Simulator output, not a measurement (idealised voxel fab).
process module | voxel self aligned contacts
cross-section cut | 280 nm wide | cells 5 nm
A cross-section is a grid of square cells, given in bands from the top down. A band is one or more rows of cells.
Each band's line starts with the height of the band's top and of its bottom, in nm. Then come its materials from left to right, each with its width in nm. One material with "throughout" fills the band from edge to edge. "air" is empty space.
Height 0 is the level under which the wafer as received is all one material. The lowest band goes on downwards, as in "0 down".
A width such as "30 to 40" changes by the same amount from each row of cells to the next, from the band's top row to its bottom row.
"no change" after a step means that no cell of the cross-section changed.
closed voids: empty space of 8 cells or more with no open way to the top, each as width x height at its distance from the left edge, in nm
after a step's settings: what the simulator itself notes on the step
overlay nm, on a step with a mask: how far to the right of its planned place the mask lay; to the left if negative
plan
1 op RECEIVE | material Si
2 op CONFORMAL_DEP | material SiO2 | thk nm 5
3 op DIRECTIONAL_DEP | material polySi | thk nm 25
4 op DIRECTIONAL_DEP | material SiN | thk nm 20
5 op PATTERN | tone cover | mask id GATE | material resist | width nm 30 | pitch nm 55 | thk nm 20 | overlay nm 0
6 op DIRECTIONAL_ETCH | etch materials SiN | depth nm 20
7 op DIRECTIONAL_ETCH | etch materials polySi | depth nm 25
8 op STRIP | etch materials resist
9 op CONFORMAL_DEP | material SiN | thk nm 5
10 op DIRECTIONAL_ETCH | etch materials SiN | depth nm 5
11 op FILL_DEP | material SiO2 | thk nm 10
12 op CMP | height nm 55
13 op PATTERN | tone open | mask id CONTACT | material resist | width nm 35 | pitch nm 55 | thk nm 15 | overlay nm 0
14 op DIRECTIONAL_ETCH | etch materials SiO2 | depth nm 55
15 op STRIP | etch materials resist
16 op CONFORMAL_DEP | material TiN | thk nm 5
17 op FILL_DEP | material W | thk nm 10
18 op CMP | height nm 55
19 op CONFORMAL_DEP | material SiN | thk nm 5
as received, after step 1
  0 down: Si throughout
  closed voids: none
a wafer at the end: this start, this plan, one mistake
  60 to 55: SiN throughout
  55 to 50: SiO2 95 | TiN 15 | W 5 | TiN 15 | SiO2 20 | TiN 15 | W 5 | TiN 15 | SiO2 95
  50 to 30: SiO2 65 | SiN 40 | TiN 5 | W 5 | TiN 5 | SiN 40 | TiN 5 | W 5 | TiN 5 | SiN 40 | SiO2 65
  30 to 20: SiO2 65 | SiN 5 | polySi 30 | SiN 5 | TiN 5 | W 5 | TiN 5 | SiN 5 | polySi 30 | SiN 5 | TiN 5 | W 5 | TiN 5 | SiN 5 | polySi 30 | SiN 5 | SiO2 65
  20 to 15: SiO2 65 | SiN 5 | polySi 30 | SiN 5 | TiN 15 | SiN 5 | polySi 30 | SiN 5 | TiN 15 | SiN 5 | polySi 30 | SiN 5 | SiO2 65
  15 to 5: polySi throughout
  5 to 0: SiO2 throughout
  0 down: Si throughout
  closed voids: none
what went wrong: step 7 ran as: op DIRECTIONAL_ETCH | etch materials polySi | depth nm 15
